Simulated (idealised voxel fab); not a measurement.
process module | voxel ribs on slabs
cross-section cut | 160 nm wide | cells 5 nm
A cross-section is a grid of square cells, given in bands from the top down. A band is one or more rows of cells.
Each band's line starts with the height of the band's top and of its bottom, in nm. Then come its materials from left to right, each with its width in nm. One material with "throughout" fills the band from edge to edge. "air" is empty space.
Height 0 is the level under which the wafer as received is all one material. The lowest band goes on downwards, as in "0 down".
A width such as "30 to 40" changes by the same amount from each row of cells to the next, from the band's top row to its bottom row.
"no change" after a step means that no cell of the cross-section changed.
closed voids: empty space of 8 cells or more with no open way to the top, each as width x height at its distance from the left edge, in nm
after a step's settings: what the simulator itself notes on the step
overlay nm, on a step with a mask: how far to the right of its planned place the mask lay; to the left if negative
plan
1 op RECEIVE | material Si
2 op DIRECTIONAL_DEP | material SiO2 | thk nm 30
3 op DIRECTIONAL_DEP | material SiN | thk nm 25
4 op PATTERN | tone cover | mask id RIB | material resist | width nm 15 | thk nm 15 | overlay nm 0
5 op DIRECTIONAL_ETCH | etch materials SiN | depth nm 10
6 op STRIP | etch materials resist
7 op PATTERN | tone cover | mask id SLAB | material resist | width nm 55 | thk nm 20 | overlay nm 0
8 op DIRECTIONAL_ETCH | etch materials SiN | depth nm 15
9 op STRIP | etch materials resist
10 op FILL_DEP | material SiO2 | thk nm 25
11 op CMP | height nm 70
12 op DIRECTIONAL_DEP | material TiN | thk nm 10
13 op MASKED_ETCH | tone cover | mask id HEATER | width nm 25 | etch materials TiN | depth nm 10 | overlay nm 0
14 op CONFORMAL_DEP | material SiN | thk nm 10
as received, after step 1
  0 down: Si throughout
  closed voids: none
a wafer at the end: this start, this plan, one mistake
  90 to 80: air 55 | SiN 45 | air 60
  80 to 70: SiN 65 | TiN 25 | SiN 70
  70 to 60: SiO2 50 | SiN 55 | SiO2 55
  60 to 0: SiO2 throughout
  0 down: Si throughout
  closed voids: none
what went wrong: step 2 was run twice
